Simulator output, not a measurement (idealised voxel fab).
Title: Process Module voxel plated lines
Xsec cut, 265 nm wide, square cell size 5 nm.
Think of the cross-section as a grid of square cells. We describe it in bands, top to bottom, and each band covers one or more rows of those cells. Band: top and bottom heights (nm) first, top before bottom; then materials from left to right, widths in nm. "everywhere" marks a sole material filling the band edge to edge. "blank" denotes empty space. The reference from which all heights are counted is 0, the level beneath which the as-received wafer is entirely one material; the lowest band, having no lower bound, proceeds downward and is written after the example "0 nm and below". Note: "30->40" means the width goes from the first number (top row of the band) to the second number (bottom row) in equal steps per row of cells. You'll sometimes find "no alteration" written for a step, and that's the way of saying that nowhere in the cross-section did a cell change during that step. "Sealed cavities": empty spaces of 8 cells or more with no open way to the top, each given as width x height at distance, distance from the left edge, all in nm. Past the settings on a step's line: simulator remark, on that step. The setting "overlay nm" may be written on the line of a step. When the step uses a mask, the value reports how far to the right of the planned place the mask lay, and a negative value reports that it lay to the left.

Set out below are the planned steps of the process:
1) RECEIVE [material Si]
2) CONFORMAL_DEP [material SiN] [thk nm 10]
3) DIRECTIONAL_DEP [material TiN] [thk nm 5]
4) PATTERN [tone open] [mask id LINES] [material resist] [width nm 25] [pitch nm 50] [thk nm 15] [overlay nm 0]
5) EPI [material Ru] [thk nm 10]
6) STRIP [etch materials resist]
7) DIRECTIONAL_ETCH [etch materials TiN] [depth nm 5]
8) CONFORMAL_DEP [material SiO2] [thk nm 10]

This is the cross-section of the wafer as we received it, i.e. after step 1:
> 0 nm and below = Si everywhere
> Sealed cavities: none

Module complete, cross-section. Starting point and plan per above. One mistake made in running the module:
> 35 nm to 25 nm = 65 blank | 45 SiO2 | 5 blank | 45 SiO2 | 5 blank | 45 SiO2 | 55 blank
> 25 nm to 20 nm = 65 blank | 10 SiO2 | 25 Ru | 10 SiO2 | 5 blank | 10 SiO2 | 25 Ru | 10 SiO2 | 5 blank | 10 SiO2 | 25 Ru | 10 SiO2 | 55 blank
> 20 nm to 15 nm = 75 SiO2 | 25 Ru | 25 SiO2 | 25 Ru | 25 SiO2 | 25 Ru | 65 SiO2
> 15 nm to 10 nm = 75 SiO2 | 25 TiN | 25 SiO2 | 25 TiN | 25 SiO2 | 25 TiN | 65 SiO2
> 10 nm to 0 nm = SiN everywhere
> 0 nm and below = Si everywhere
> Sealed cavities: none
What broke from the plan during processing? it should be noted that step 4 was executed with settings other than those planned, the operation and settings actually applied being PATTERN [tone open] [mask id LINES] [material resist] [width nm 25] [pitch nm 50] [thk nm 15] [overlay nm 5]
